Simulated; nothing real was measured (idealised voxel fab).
Process module in this document: voxel self aligned vias
Section shown: cut. Width: 220 nm. Cell size: 5 nm, square.
If you're reading a cross-section in this doc, picture square cells in a grid; it comes to you as bands, top ones listed first down to the bottom, and a band can be one or more rows of cells.
The entry gives the band's vertical extent as a top height and a bottom height in nm, then its horizontal make-up as materials from left to right, each with a width in nm. "empty" stands for empty space; a single material marked "all across" fills the band edge to edge.
The reference from which all heights are counted is 0, the level beneath which the as-received wafer is entirely one material; the lowest band, having no lower bound, proceeds downward and is written after the example "z 0 and below".
Width "30 to 40": first value at the band's top row of cells, second value at its bottom row, equal change from row to row.
What does "remained unchanged" mean for a step? It means no cell of the cross-section changed in that step.
"Closed internal cavities" lists enclosed empty spaces (at least 8 cells, no open path upward to the top), each as width x height at distance from the left edge, in nm.
Heads up: the bit after the settings on a step's line is the simulator's remark on that step.
The line of a step may include "overlay nm". On a step with a mask, this value is how far to the right of its planned place the mask lay. A negative value means the mask lay to the left.

So here's the lineup of process steps we planned:
1,RECEIVE with material Si
2,CONFORMAL_DEP with material SiO2, thk nm 10
3,CONFORMAL_DEP with material SiCN, thk nm 5
4,DIRECTIONAL_DEP with material lowk, thk nm 30
5,DIRECTIONAL_DEP with material aC, thk nm 10
6,PATTERN with tone open, mask id LINES, material resist, width nm 30, pitch nm 70, thk nm 30, overlay nm 0
7,DIRECTIONAL_ETCH with etch materials aC, depth nm 10
8,STRIP with etch materials resist
9,DIRECTIONAL_ETCH with etch materials lowk, depth nm 30
10,STRIP with etch materials aC
11,CONFORMAL_DEP with material TiN, thk nm 5
12,FILL_DEP with material W, thk nm 5
13,CMP with height nm 45
14,SELECTIVE_ETCH with etch materials W Ru TiN, depth nm 10
15,FILL_DEP with material SiN, thk nm 10
16,CMP with height nm 45
17,DIRECTIONAL_DEP with material lowk, thk nm 15
18,MASKED_ETCH with tone open, mask id VIAS, width nm 40, pitch nm 70, etch materials lowk, depth nm 15, overlay nm 0
19,MASKED_ETCH with tone open, mask id VIAS, width nm 40, pitch nm 70, etch materials SiN, depth nm 10, overlay nm 0
20,CONFORMAL_DEP with material TiN, thk nm 5
21,FILL_DEP with material W, thk nm 10
22,CMP with height nm 60
23,CONFORMAL_DEP with material SiCN, thk nm 5

Cross-section of the wafer at receipt, which is the condition after step 1:
  z 0 and below = Si all across
  Closed internal cavities: none

One mistake in running the module, otherwise start and plan as above: cross-section at the end:
  z 65 to 60 = SiCN all across
  z 60 to 50 = 55 nm lowk | 5 nm TiN | 30 nm aC | 5 nm TiN | 30 nm lowk | 5 nm TiN | 30 nm aC | 5 nm TiN | 55 nm lowk
  z 50 to 40 = 55 to 60 nm lowk | 10 to 5 nm TiN | 20 nm aC | 10 to 5 nm TiN | 30 to 40 nm lowk | 10 to 5 nm TiN | 20 nm aC | 10 to 5 nm TiN | 55 to 60 nm lowk
  z 40 to 35 = 60 nm lowk | 30 nm TiN | 40 nm lowk | 30 nm TiN | 60 nm lowk
  z 35 to 20 = 60 nm lowk | 5 nm TiN | 20 nm W | 5 nm TiN | 40 nm lowk | 5 nm TiN | 20 nm W | 5 nm TiN | 60 nm lowk
  z 20 to 15 = 60 nm lowk | 30 nm TiN | 40 nm lowk | 30 nm TiN | 60 nm lowk
  z 15 to 10 = SiCN all across
  z 10 to 0 = SiO2 all across
  z 0 and below = Si all across
  Closed internal cavities: none
What broke from the plan during processing? off-plan run, step 21, actual operation and settings FILL_DEP with material aC, thk nm 10
